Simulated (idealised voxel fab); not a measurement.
Herein follows the process module entitled voxel transistor to metal.
The figure presents cross-section cut, which has a width of 200 nm and is divided into square cells with an edge length of 5 nm.
We lay out every cross-section as a grid of square cells and spell it out in bands from the top down, where one band means one or more rows of cells. Basically the band line says how high the top is and how high the bottom is, in nm, and then what's in it from left to right, every material with its width in nm. Empty space shows up as "air", and if a single material carries "throughout" it runs the full band edge to edge. Heights are expressed relative to 0, this being the level below which the as-received wafer comprises one material exclusively. The lowest band is unbounded in the downward direction and is denoted as in "0 nm and below". The two numbers in a width such as "30..40" mark its ends across the band: the first belongs to the top row of cells, the second to the bottom row, and from each row to the next the width moves by the same amount. "remains unaltered", as given for a step, is the statement that not any cell of the cross-section underwent a change during that step. Reported under the label "Internal closed voids" are the empty spaces having no open way to the top and comprising 8 cells or more; the notation for each is width x height at distance, in which the distance is measured from the left edge and all three values are in nm. Heads up: the bit after the settings on a step's line is the simulator's remark on that step. The "overlay nm" setting may appear on a step's line; for a step that uses a mask, it gives how far to the right of its planned position the mask lay, and a negative value indicates the left.
Process steps foreseen in the plan
1) RECEIVE [material Si]
2) CONFORMAL_DEP [material SiO2] [thk nm 5]
3) CONFORMAL_DEP [material SiN] [thk nm 15]
4) PATTERN [tone cover] [mask id ACTIVE] [material resist] [width nm 105] [thk nm 15] [overlay nm 0]
5) DIRECTIONAL_ETCH [etch materials SiN] [depth nm 15]
6) DIRECTIONAL_ETCH [etch materials SiO2] [depth nm 5]
7) DIRECTIONAL_ETCH [etch materials Si] [depth nm 35]
8) STRIP [etch materials resist]
9) OXIDIZE [depth nm 5]
10) FILL_DEP [material SiO2] [thk nm 5]
11) CMP [height nm 20]
12) SELECTIVE_ETCH [etch materials SiO2] [depth nm 15]
13) STRIP [etch materials SiN]
14) SELECTIVE_ETCH [etch materials SiO2] [depth nm 5]
15) OXIDIZE [depth nm 5]
16) DIRECTIONAL_DEP [material polySi] [thk nm 30]
17) DIRECTIONAL_DEP [material SiCN] [thk nm 15]
18) DIRECTIONAL_DEP [material aC] [thk nm 15]
19) PATTERN [tone cover] [mask id GATE] [material resist] [width nm 15] [thk nm 30] [overlay nm 0]
20) DIRECTIONAL_ETCH [etch materials aC] [depth nm 15]
21) STRIP [etch materials resist]
22) DIRECTIONAL_ETCH [etch materials SiCN] [depth nm 25]
23) DIRECTIONAL_ETCH [etch materials polySi] [depth nm 40]
24) STRIP [etch materials aC]
25) CONFORMAL_DEP [material SiN] [thk nm 10]
26) DIRECTIONAL_ETCH [etch materials SiN] [depth nm 10]
27) DIRECTIONAL_ETCH [etch materials SiO2] [depth nm 5]
28) DIRECTIONAL_ETCH [etch materials Si] [depth nm 10]
29) EPI [material pSi] [thk nm 15]
30) FILL_DEP [material SiO2] [thk nm 5]
31) CMP [height nm 45]
32) DIRECTIONAL_DEP [material SiO2] [thk nm 10]
33) MASKED_ETCH [tone open] [mask id CONTACT] [width nm 20] [pitch nm 75] [etch materials SiO2] [depth nm 55] [overlay nm 0]
34) CONFORMAL_DEP [material TiN] [thk nm 5]
35) FILL_DEP [material Ru] [thk nm 10]
36) CMP [height nm 55]
37) CONFORMAL_DEP [material SiCN] [thk nm 5]
38) DIRECTIONAL_DEP [material SiO2] [thk nm 20]
39) MASKED_ETCH [tone open] [mask id METAL_1] [width nm 20] [pitch nm 75] [etch materials SiO2] [depth nm 20] [overlay nm 0]
40) MASKED_ETCH [tone open] [mask id METAL_1] [width nm 20] [pitch nm 75] [etch materials SiCN] [depth nm 5] [overlay nm 0]
41) CONFORMAL_DEP [material TiN] [thk nm 5]
42) FILL_DEP [material Cu] [thk nm 5]
43) CMP [height nm 80]
44) CONFORMAL_DEP [material SiCN] [thk nm 5]
45) DIRECTIONAL_DEP [material lowk] [thk nm 35]
46) PATTERN [tone open] [mask id METAL_2] [material resist] [width nm 20] [pitch nm 75] [thk nm 15] [overlay nm 0]
47) DIRECTIONAL_ETCH [etch materials lowk] [depth nm 20]
48) STRIP [etch materials resist]
49) MASKED_ETCH [tone open] [mask id METAL_2_HOLES] [width nm 15] [pitch nm 75] [etch materials lowk] [depth nm 15] [overlay nm 0]
50) MASKED_ETCH [tone open] [mask id METAL_2_HOLES] [width nm 15] [pitch nm 75] [etch materials SiCN] [depth nm 5] [overlay nm 0]
51) CONFORMAL_DEP [material TiN] [thk nm 5]
52) FILL_DEP [material Ru] [thk nm 5]
53) CMP [height nm 120]
54) CONFORMAL_DEP [material SiN] [thk nm 5]
Here's what the wafer looked like in cross-section when it arrived - that's after step 1
0 nm and below = Si throughout
Internal closed voids: none
Module complete - cross-section of the first of two wafers, run according to plan
125 nm to 120 nm = SiN throughout
120 nm to 105 nm = lowk 50 nm; TiN 5 nm; Ru 10 nm; TiN 5 nm; lowk 55 nm; TiN 5 nm; Ru 10 nm; TiN 5 nm; lowk 55 nm
105 nm to 100 nm = lowk 50 nm; TiN 5 nm; Ru 5 nm; TiN 10 nm; lowk 55 nm; TiN 5 nm; Ru 5 nm; TiN 10 nm; lowk 55 nm
100 nm to 85 nm = lowk 50 nm; TiN 5 nm; Ru 5 nm; TiN 5 nm; lowk 60 nm; TiN 5 nm; Ru 5 nm; TiN 5 nm; lowk 60 nm
85 nm to 80 nm = SiCN 50 nm; TiN 15 nm; SiCN 60 nm; TiN 15 nm; SiCN 60 nm
80 nm to 60 nm = SiO2 50 nm; TiN 5 nm; Cu 10 nm; TiN 5 nm; SiO2 55 nm; TiN 5 nm; Cu 10 nm; TiN 5 nm; SiO2 55 nm
60 nm to 55 nm = SiCN 50 nm; TiN 20 nm; SiCN 55 nm; TiN 20 nm; SiCN 55 nm
55 nm to 45 nm = SiO2 50 nm; TiN 5 nm; Ru 10 nm; TiN 5 nm; SiO2 55 nm; TiN 5 nm; Ru 10 nm; TiN 5 nm; SiO2 55 nm
45 nm to 30 nm = SiO2 50 nm; TiN 5 nm; Ru 10 nm; TiN 5 nm; SiO2 10 nm; SiN 10 nm; SiCN 15 nm; SiN 10 nm; SiO2 10 nm; TiN 5 nm; Ru 10 nm; TiN 5 nm; SiO2 55 nm
30 nm to 15 nm = SiO2 50 nm; TiN 5 nm; Ru 10 nm; TiN 5 nm; SiO2 10 nm; SiN 10 nm; polySi 15 nm; SiN 10 nm; SiO2 10 nm; TiN 5 nm; Ru 10 nm; TiN 5 nm; SiO2 55 nm
15 nm to 10 nm = SiO2 50 nm; TiN 5 nm; Ru 5 nm; TiN 10 nm; SiO2 10 nm; SiN 10 nm; polySi 15 nm; SiN 10 nm; SiO2 10 nm; TiN 10 nm; Ru 5 nm; TiN 5 nm; SiO2 55 nm
10 nm to 5 nm = SiO2 50 nm; TiN 5 nm; Ru 5 nm; TiN 5 nm; pSi 15 nm; SiN 10 nm; polySi 15 nm; SiN 10 nm; pSi 15 nm; TiN 5 nm; Ru 5 nm; TiN 5 nm; SiO2 55 nm
5 nm to 0 nm = SiO2 50 nm; TiN 15 nm; pSi 15 nm; SiN 10 nm; polySi 15 nm; SiN 10 nm; pSi 15 nm; TiN 15 nm; SiO2 55 nm
0 nm to -5 nm = SiO2 45 nm; pSi 35 nm; SiO2 35 nm; pSi 35 nm; SiO2 50 nm
-5 nm to -15 nm = SiO2 50 nm; pSi 30 nm; Si 35 nm; pSi 30 nm; SiO2 55 nm
-15 nm to -40 nm = SiO2 50 nm; Si 95 nm; SiO2 55 nm
-40 nm and below = Si throughout
Internal closed voids: none
Cross-sectional view: second of two wafers, end of module; start and plan identical to the first, one mistake in running
125 nm to 120 nm = SiN throughout
120 nm to 105 nm = lowk 50 nm; TiN 5 nm; Ru 10 nm; TiN 5 nm; lowk 55 nm; TiN 5 nm; Ru 10 nm; TiN 5 nm; lowk 55 nm
105 nm to 100 nm = lowk 50 nm; TiN 5 nm; Ru 5 nm; TiN 10 nm; lowk 55 nm; TiN 5 nm; Ru 5 nm; TiN 10 nm; lowk 55 nm
100 nm to 85 nm = lowk 50 nm; TiN 5 nm; Ru 5 nm; TiN 5 nm; lowk 60 nm; TiN 5 nm; Ru 5 nm; TiN 5 nm; lowk 60 nm
85 nm to 80 nm = SiCN 50 nm; TiN 15 nm; SiCN 60 nm; TiN 15 nm; SiCN 60 nm
80 nm to 60 nm = SiO2 50 nm; TiN 5 nm; Cu 10 nm; TiN 5 nm; SiO2 55 nm; TiN 5 nm; Cu 10 nm; TiN 5 nm; SiO2 55 nm
60 nm to 55 nm = SiCN 50 nm; TiN 20 nm; SiCN 55 nm; TiN 20 nm; SiCN 55 nm
55 nm to 45 nm = SiO2 50 nm; TiN 5 nm; Ru 10 nm; TiN 5 nm; SiO2 55 nm; TiN 5 nm; Ru 10 nm; TiN 5 nm; SiO2 55 nm
45 nm to 30 nm = SiO2 50 nm; TiN 5 nm; Ru 10 nm; TiN 5 nm; SiO2 10 nm; SiN 10 nm; SiCN 15 nm; SiN 10 nm; SiO2 10 nm; TiN 5 nm; Ru 10 nm; TiN 5 nm; SiO2 55 nm
30 nm to 20 nm = SiO2 50 nm; TiN 5 nm; Ru 10 nm; TiN 5 nm; SiO2 10 nm; SiN 10 nm; polySi 15 nm; SiN 10 nm; SiO2 10 nm; TiN 5 nm; Ru 10 nm; TiN 5 nm; SiO2 55 nm
20 nm to 15 nm = SiO2 50 nm; TiN 20 nm; SiO2 10 nm; SiN 10 nm; polySi 15 nm; SiN 10 nm; SiO2 10 nm; TiN 20 nm; SiO2 55 nm
15 nm to 5 nm = SiO2 50 nm; TiN 10 nm; pSi 20 nm; SiN 10 nm; polySi 15 nm; SiN 10 nm; pSi 20 nm; TiN 10 nm; SiO2 55 nm
5 nm to 0 nm = SiO2 40 nm; pSi 40 nm; SiN 10 nm; polySi 15 nm; SiN 10 nm; pSi 40 nm; SiO2 45 nm
0 nm to -5 nm = SiO2 40 nm; pSi 40 nm; SiO2 35 nm; pSi 40 nm; SiO2 45 nm
-5 nm to -15 nm = SiO2 50 nm; pSi 30 nm; Si 35 nm; pSi 30 nm; SiO2 55 nm
-15 nm to -40 nm = SiO2 50 nm; Si 95 nm; SiO2 55 nm
-40 nm and below = Si throughout
Internal closed voids: none
Here's what went sideways: step 29 ran with different settings than intended, the actual operation and settings being EPI [material pSi] [thk nm 20]
Count the cells at the end and the second wafer has more or fewer of some materials than the first: 8 fewer of Ru, 10 fewer of SiO2, 4 fewer of TiN, 22 more of pSi
